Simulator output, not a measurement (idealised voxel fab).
Process module heading - voxel self aligned vias
cross-section cut | 250 nm wide | cells 5 nm
This document writes a cross-section as a grid whose cells are square, and gives it as bands, listed from the top down; one or more rows of cells form a band.
Each band's line starts with the height of the band's top and of its bottom, in nm. Then come its materials from left to right, each with its width in nm. One material with "edge to edge" fills the band from edge to edge. "air" is empty space.
Ref level 0: as-received wafer is one material below here. Bottom band extends down with no lower bound ("top 0, no bottom").
Read "30->40" as a graded width: first number on top, second number at the bottom, same change between each pair of neighbouring rows.
"same as before", as given for a step, is the statement that not any cell of the cross-section underwent a change during that step.
This entry, "Voids, fully enclosed", enumerates those empty regions of no fewer than 8 cells that possess no open connection to the top. Each region is reported in the form width x height at distance, the distance being taken from the left edge, with all three quantities expressed in nm.
Note: text after step settings on the step line = simulator remark on that step.
overlay nm: for a step with a mask, the amount by which the mask lay right of where it was planned; a negative amount means left of it.
-- Planned process steps
step 1: RECEIVE with material Si
step 2: CONFORMAL_DEP with material SiO2, thk nm 15
step 3: CONFORMAL_DEP with material SiCN, thk nm 5
step 4: DIRECTIONAL_DEP with material SiO2, thk nm 20
step 5: MASKED_ETCH with tone open, mask id LINES, width nm 20, pitch nm 60, etch materials SiO2, depth nm 20, overlay nm 0
step 6: CONFORMAL_DEP with material TiN, thk nm 5
step 7: FILL_DEP with material Ru, thk nm 5
step 8: CMP with height nm 40
step 9: SELECTIVE_ETCH with etch materials W Ru TiN, depth nm 10
step 10: FILL_DEP with material SiN, thk nm 5
step 11: CMP with height nm 40
step 12: DIRECTIONAL_DEP with material SiO2, thk nm 15
step 13: PATTERN with tone open, mask id VIAS, material resist, width nm 20, pitch nm 120, thk nm 20, overlay nm 0
step 14: DIRECTIONAL_ETCH with etch materials SiO2, depth nm 15
step 15: DIRECTIONAL_ETCH with etch materials SiN, depth nm 10
step 16: STRIP with etch materials resist
step 17: CONFORMAL_DEP with material TiN, thk nm 5
step 18: FILL_DEP with material Ru, thk nm 10
step 19: CMP with height nm 55
step 20: CONFORMAL_DEP with material SiN, thk nm 5
The plan shows the width nm of step 13 as the first wafer had it; this setting differs between the wafers, which start out alike.
-- Cross-section of the first of several wafers as received (after step 1)
	top 0, no bottom | Si edge to edge
	Voids, fully enclosed: none
-- Rows = wafers. At module end, each row lists per material the cells gained (+) or lost (-) since the wafer was received, then the closed voids
width nm 20 | +22 Ru | +50 SiCN | +58 SiN | +428 SiO2 | +42 TiN | Voids, fully enclosed: none
width nm 25 | +26 Ru | +50 SiCN | +58 SiN | +422 SiO2 | +44 TiN | Voids, fully enclosed: none
width nm 30 | +30 Ru | +50 SiCN | +58 SiN | +416 SiO2 | +46 TiN | Voids, fully enclosed: none
width nm 35 | +34 Ru | +50 SiCN | +58 SiN | +410 SiO2 | +48 TiN | Voids, fully enclosed: none
width nm 40 | +38 Ru | +50 SiCN | +58 SiN | +404 SiO2 | +50 TiN | Voids, fully enclosed: none
width nm 45 | +42 Ru | +50 SiCN | +58 SiN | +398 SiO2 | +52 TiN | Voids, fully enclosed: none
